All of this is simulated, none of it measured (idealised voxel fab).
Herein follows the process module entitled voxel self aligned vias.
Cross-section cut spans 215 nm and uses square cells 5 nm in size.
Reading order for cross-sections: top band down to bottom band. Underlying form: a grid of square cells. Band size: one or more rows of cells.
It is stipulated that each band's entry specify, in nanometres, the height of the top of the band and then that of its bottom, followed by the materials of the band in left-to-right sequence, each together with its width in nanometres. A single material marked by the word "edge to edge" is understood to fill the band from edge to edge; the word "empty" is understood to denote empty space.
Ref level 0: as-received wafer is one material below here. Bottom band extends down with no lower bound ("top 0, no bottom").
Width "30 to 40": first value at the band's top row of cells, second value at its bottom row, equal change from row to row.
"remained the same" -> step changed no cross-section cell.
Enclosed voids (no open way to top), threshold 8 cells or more, entry "Closed internal cavities", notation width x height at distance, distance from left edge, nm.
The remark found on a step's line after its settings is issued by the simulator itself and pertains to that step.
The line of a step may include "overlay nm". On a step with a mask, this value is how far to the right of its planned place the mask lay. A negative value means the mask lay to the left.

The steps planned for the process are as follows
| 1 | RECEIVE [material Si] |
| 2 | CONFORMAL_DEP [material SiO2] [thk nm 10] |
| 3 | CONFORMAL_DEP [material SiCN] [thk nm 5] |
| 4 | DIRECTIONAL_DEP [material lowk] [thk nm 30] |
| 5 | MASKED_ETCH [tone open] [mask id LINES] [width nm 25] [pitch nm 50] [etch materials lowk] [depth nm 30] [overlay nm 0] |
| 6 | CONFORMAL_DEP [material TiN] [thk nm 5] |
| 7 | FILL_DEP [material Ru] [thk nm 5] |
| 8 | CMP [height nm 45] |
| 9 | SELECTIVE_ETCH [etch materials W Ru TiN] [depth nm 5] |
| 10 | FILL_DEP [material SiN] [thk nm 10] |
| 11 | CMP [height nm 45] |
| 12 | DIRECTIONAL_DEP [material lowk] [thk nm 15] |
| 13 | PATTERN [tone open] [mask id VIAS] [material resist] [width nm 35] [thk nm 15] [overlay nm 0] |
| 14 | DIRECTIONAL_ETCH [etch materials lowk] [depth nm 15] |
| 15 | DIRECTIONAL_ETCH [etch materials SiN] [depth nm 5] |
| 16 | STRIP [etch materials resist] |
| 17 | CONFORMAL_DEP [material TiN] [thk nm 5] |
| 18 | FILL_DEP [material Cu] [thk nm 10] |
| 19 | CMP [height nm 60] |
| 20 | CONFORMAL_DEP [material SiCN] [thk nm 5] |

Received-state cross-section, reflecting completion of step 1
    top 0, no bottom = Si edge to edge
    Closed internal cavities: none

Post-module cross-section: identical start and plan to those above, one misstep in execution
    top 65, bottom 60 = SiCN edge to edge
    top 60, bottom 45 = lowk 65  TiN 5  Cu 25  TiN 5  lowk 115
    top 45, bottom 40 = lowk 65  TiN 35  lowk 20  SiN 25  lowk 70
    top 40, bottom 30 = lowk 65  TiN 10  Ru 15  TiN 10  lowk 20  TiN 5  Ru 15  TiN 5  lowk 70
    top 30, bottom 20 = lowk 70  TiN 5  Ru 15  TiN 5  lowk 25  TiN 5  Ru 15  TiN 5  lowk 70
    top 20, bottom 15 = lowk 70  TiN 25  lowk 25  TiN 25  lowk 70
    top 15, bottom 10 = SiCN edge to edge
    top 10, bottom 0 = SiO2 edge to edge
    top 0, no bottom = Si edge to edge
    Closed internal cavities: none
Run error: step 14 from the plan got run twice
